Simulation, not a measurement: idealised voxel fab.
Module name: voxel self aligned vias (process module)
240 nm wide, 5 nm square cells: that's cross-section cut.
Square cells in a grid make up a cross-section in this document, and the grid is given as bands, listed from the top down, each one or more rows of cells.
The band entry comprises the height of the band's top followed by the height of its bottom, expressed in nm, and subsequently the band's materials from left to right, each stated together with its width in nm. Where a single material is marked with the word "all across", that material fills the band from edge to edge. The word "blank" represents empty space.
A quick word on heights: they are counted from 0, and under that level the wafer as it came to us is one material throughout. The lowest band is different from the rest in having no bottom; it simply continues downward, written as in "top 0, no bottom".
The two numbers in a width such as "30 to 40" mark its ends across the band: the first belongs to the top row of cells, the second to the bottom row, and from each row to the next the width moves by the same amount.
You'll sometimes find "everything unchanged" written for a step, and that's the way of saying that nowhere in the cross-section did a cell change during that step.
Entry "Entrapped voids". Content: empty spaces with no open connection to the top, size 8 cells or greater. Each: width x height at distance. Distance: from left edge. Unit: nm.
If you see something after the settings on a step's line, that's the simulator's own remark about that step.
You can add "overlay nm" to a step's line. For a step with a mask, it describes how far the mask lay to the right of its planned position, and a negative number describes a lay to the left.
Steps in the process plan:
1 RECEIVE,material Si
2 CONFORMAL_DEP,material SiO2,thk nm 15
3 CONFORMAL_DEP,material SiCN,thk nm 5
4 DIRECTIONAL_DEP,material SiO2,thk nm 30
5 DIRECTIONAL_DEP,material aC,thk nm 10
6 PATTERN,tone open,mask id LINES,material resist,width nm 20,pitch nm 50,thk nm 30,overlay nm 0
7 DIRECTIONAL_ETCH,etch materials aC,depth nm 10
8 STRIP,etch materials resist
9 DIRECTIONAL_ETCH,etch materials SiO2,depth nm 30
10 STRIP,etch materials aC
11 CONFORMAL_DEP,material TiN,thk nm 5
12 FILL_DEP,material Ru,thk nm 5
13 CMP,height nm 50
14 SELECTIVE_ETCH,etch materials W Ru TiN,depth nm 5
15 FILL_DEP,material SiN,thk nm 5
16 CMP,height nm 50
17 DIRECTIONAL_DEP,material SiO2,thk nm 20
18 PATTERN,tone open,mask id VIAS,material resist,width nm 30,pitch nm 100,thk nm 20,overlay nm 0
19 DIRECTIONAL_ETCH,etch materials SiO2,depth nm 20
20 DIRECTIONAL_ETCH,etch materials SiN,depth nm 5
21 STRIP,etch materials resist
22 CONFORMAL_DEP,material TiN,thk nm 5
23 FILL_DEP,material Cu,thk nm 5
24 CMP,height nm 70
25 CONFORMAL_DEP,material SiN,thk nm 5
Account of the first of two wafers, which was processed as intended:
This is the cross-section of the wafer as we received it, i.e. after step 1:
top 0, no bottom = Si all across
Entrapped voids: none
Step 2 done - wafer cross-section:
top 15, bottom 0 = SiO2 all across
Everything below 0 is unchanged.
Step 3 done - wafer cross-section:
top 20, bottom 15 = SiCN all across
Everything below 15 is unchanged.
Step 4 done - wafer cross-section:
top 50, bottom 20 = SiO2 all across
Everything below 20 is unchanged.
Step 5 done - wafer cross-section:
top 60, bottom 50 = aC all across
Everything below 50 is unchanged.
Step 6 done - wafer cross-section:
top 90, bottom 60 = resist (60)  blank (20)  resist (30)  blank (20)  resist (30)  blank (20)  resist (60)
Everything below 60 is unchanged.
Step 7 done - wafer cross-section:
top 80, bottom 60 = resist (60)  blank (20)  resist (30)  blank (20)  resist (30)  blank (20)  resist (60)
top 60, bottom 50 = aC (60)  blank (20)  aC (30)  blank (20)  aC (30)  blank (20)  aC (60)
Everything below 50 is unchanged.
Step 8 done - wafer cross-section:
top 60, bottom 50 = aC (60)  blank (20)  aC (30)  blank (20)  aC (30)  blank (20)  aC (60)
Everything below 50 is unchanged.
Step 9 done - wafer cross-section:
top 60, bottom 50 = aC (60)  blank (20)  aC (30)  blank (20)  aC (30)  blank (20)  aC (60)
top 50, bottom 20 = SiO2 (60)  blank (20)  SiO2 (30)  blank (20)  SiO2 (30)  blank (20)  SiO2 (60)
Everything below 20 is unchanged.
Step 10 done - wafer cross-section:
top 50, bottom 20 = SiO2 (60)  blank (20)  SiO2 (30)  blank (20)  SiO2 (30)  blank (20)  SiO2 (60)
Everything below 20 is unchanged.
Step 11 done - wafer cross-section:
top 55, bottom 50 = TiN (65)  blank (10)  TiN (40)  blank (10)  TiN (40)  blank (10)  TiN (65)
top 50, bottom 25 = SiO2 (60)  TiN (5)  blank (10)  TiN (5)  SiO2 (30)  TiN (5)  blank (10)  TiN (5)  SiO2 (30)  TiN (5)  blank (10)  TiN (5)  SiO2 (60)
top 25, bottom 20 = SiO2 (60)  TiN (20)  SiO2 (30)  TiN (20)  SiO2 (30)  TiN (20)  SiO2 (60)
Everything below 20 is unchanged.
Step 12 done - wafer cross-section:
top 60, bottom 55 = Ru all across
top 55, bottom 50 = TiN (65)  Ru (10)  TiN (40)  Ru (10)  TiN (40)  Ru (10)  TiN (65)
top 50, bottom 25 = SiO2 (60)  TiN (5)  Ru (10)  TiN (5)  SiO2 (30)  TiN (5)  Ru (10)  TiN (5)  SiO2 (30)  TiN (5)  Ru (10)  TiN (5)  SiO2 (60)
Everything below 25 is unchanged.
Step 13 done - wafer cross-section:
top 50, bottom 25 = SiO2 (60)  TiN (5)  Ru (10)  TiN (5)  SiO2 (30)  TiN (5)  Ru (10)  TiN (5)  SiO2 (30)  TiN (5)  Ru (10)  TiN (5)  SiO2 (60)
Everything below 25 is unchanged.
Step 14 done - wafer cross-section:
top 50, bottom 45 = SiO2 (60)  blank (20)  SiO2 (30)  blank (20)  SiO2 (30)  blank (20)  SiO2 (60)
Everything below 45 is unchanged.
Step 15 done - wafer cross-section:
top 55, bottom 50 = SiN all across
top 50, bottom 45 = SiO2 (60)  SiN (20)  SiO2 (30)  SiN (20)  SiO2 (30)  SiN (20)  SiO2 (60)
Everything below 45 is unchanged.
Step 16 done - wafer cross-section:
top 50, bottom 45 = SiO2 (60)  SiN (20)  SiO2 (30)  SiN (20)  SiO2 (30)  SiN (20)  SiO2 (60)
Everything below 45 is unchanged.
Step 17 done - wafer cross-section:
top 70, bottom 50 = SiO2 all across
Everything below 50 is unchanged.
Step 18 done - wafer cross-section:
top 90, bottom 70 = resist (55)  blank (30)  resist (70)  blank (30)  resist (55)
Everything below 70 is unchanged.
Step 19 done - wafer cross-section:
top 90, bottom 70 = resist (55)  blank (30)  resist (70)  blank (30)  resist (55)
top 70, bottom 50 = SiO2 (55)  blank (30)  SiO2 (70)  blank (30)  SiO2 (55)
Everything below 50 is unchanged.
Step 20 done - wafer cross-section:
top 90, bottom 70 = resist (55)  blank (30)  resist (70)  blank (30)  resist (55)
top 70, bottom 50 = SiO2 (55)  blank (30)  SiO2 (70)  blank (30)  SiO2 (55)
top 50, bottom 45 = SiO2 (60)  blank (20)  SiO2 (30)  SiN (20)  SiO2 (30)  blank (20)  SiO2 (60)
Everything below 45 is unchanged.
Step 21 done - wafer cross-section:
top 70, bottom 50 = SiO2 (55)  blank (30)  SiO2 (70)  blank (30)  SiO2 (55)
Everything below 50 is unchanged.
Step 22 done - wafer cross-section:
top 75, bottom 70 = TiN (60)  blank (20)  TiN (80)  blank (20)  TiN (60)
top 70, bottom 55 = SiO2 (55)  TiN (5)  blank (20)  TiN (5)  SiO2 (70)  TiN (5)  blank (20)  TiN (5)  SiO2 (55)
top 55, bottom 50 = SiO2 (55)  TiN (10)  blank (10)  TiN (10)  SiO2 (70)  TiN (10)  blank (10)  TiN (10)  SiO2 (55)
top 50, bottom 45 = SiO2 (60)  TiN (20)  SiO2 (30)  SiN (20)  SiO2 (30)  TiN (20)  SiO2 (60)
Everything below 45 is unchanged.
Step 23 done - wafer cross-section:
top 80, bottom 75 = Cu all across
top 75, bottom 70 = TiN (60)  Cu (20)  TiN (80)  Cu (20)  TiN (60)
top 70, bottom 55 = SiO2 (55)  TiN (5)  Cu (20)  TiN (5)  SiO2 (70)  TiN (5)  Cu (20)  TiN (5)  SiO2 (55)
top 55, bottom 50 = SiO2 (55)  TiN (10)  Cu (10)  TiN (10)  SiO2 (70)  TiN (10)  Cu (10)  TiN (10)  SiO2 (55)
Everything below 50 is unchanged.
Step 24 done - wafer cross-section:
top 70, bottom 55 = SiO2 (55)  TiN (5)  Cu (20)  TiN (5)  SiO2 (70)  TiN (5)  Cu (20)  TiN (5)  SiO2 (55)
Everything below 55 is unchanged.
Step 25 done - wafer cross-section:
top 75, bottom 70 = SiN all across
Everything below 70 is unchanged.
Second wafer, same starting conditions and recipe as the first, one mistake in executing it, nothing differs from the first up to and including step 17:
Cross-section of the second wafer at the time by which step 18 should have been completed according to the plan:
top 90, bottom 70 = resist (50)  blank (40)  resist (60)  blank (40)  resist (50)
Everything below 70 is unchanged.
Cross-section of the second wafer at the time by which step 19 should have been completed according to the plan:
top 90, bottom 70 = resist (50)  blank (40)  resist (60)  blank (40)  resist (50)
top 70, bottom 50 = SiO2 (50)  blank (40)  SiO2 (60)  blank (40)  SiO2 (50)
Everything below 50 is unchanged.
Cross-section of the second wafer at the time by which step 20 should have been completed according to the plan:
top 90, bottom 70 = resist (50)  blank (40)  resist (60)  blank (40)  resist (50)
top 70, bottom 50 = SiO2 (50)  blank (40)  SiO2 (60)  blank (40)  SiO2 (50)
top 50, bottom 45 = SiO2 (60)  blank (20)  SiO2 (30)  SiN (20)  SiO2 (30)  blank (20)  SiO2 (60)
Everything below 45 is unchanged.
Cross-section of the second wafer at the time by which step 21 should have been completed according to the plan:
top 70, bottom 50 = SiO2 (50)  blank (40)  SiO2 (60)  blank (40)  SiO2 (50)
Everything below 50 is unchanged.
Cross-section of the second wafer at the time by which step 22 should have been completed according to the plan:
top 75, bottom 70 = TiN (55)  blank (30)  TiN (70)  blank (30)  TiN (55)
top 70, bottom 55 = SiO2 (50)  TiN (5)  blank (30)  TiN (5)  SiO2 (60)  TiN (5)  blank (30)  TiN (5)  SiO2 (50)
top 55, bottom 50 = SiO2 (50)  TiN (15)  blank (10)  TiN (15)  SiO2 (60)  TiN (15)  blank (10)  TiN (15)  SiO2 (50)
top 50, bottom 45 = SiO2 (60)  TiN (20)  SiO2 (30)  SiN (20)  SiO2 (30)  TiN (20)  SiO2 (60)
Everything below 45 is unchanged.
Cross-section of the second wafer at the time by which step 23 should have been completed according to the plan:
top 80, bottom 75 = Cu all across
top 75, bottom 70 = TiN (55)  Cu (30)  TiN (70)  Cu (30)  TiN (55)
top 70, bottom 55 = SiO2 (50)  TiN (5)  Cu (30)  TiN (5)  SiO2 (60)  TiN (5)  Cu (30)  TiN (5)  SiO2 (50)
top 55, bottom 50 = SiO2 (50)  TiN (15)  Cu (10)  TiN (15)  SiO2 (60)  TiN (15)  Cu (10)  TiN (15)  SiO2 (50)
Everything below 50 is unchanged.
Cross-section of the second wafer at the time by which step 24 should have been completed according to the plan:
top 70, bottom 55 = SiO2 (50)  TiN (5)  Cu (30)  TiN (5)  SiO2 (60)  TiN (5)  Cu (30)  TiN (5)  SiO2 (50)
Everything below 55 is unchanged.
Cross-section of the second wafer at the time by which step 25 should have been completed according to the plan:
top 75, bottom 70 = SiN all across
Everything below 70 is unchanged.
Nonconformance to the process plan: for step 18, the planned setting was not used; the step was instead run as PATTERN,tone open,mask id VIAS,material resist,width nm 40,pitch nm 100,thk nm 20,overlay nm 0
It is noted that, at the conclusion of processing, the second wafer exhibits a higher or lower cell count for certain materials relative to the first: Cu: 12 more, SiO2: 16 fewer, TiN: 4 more
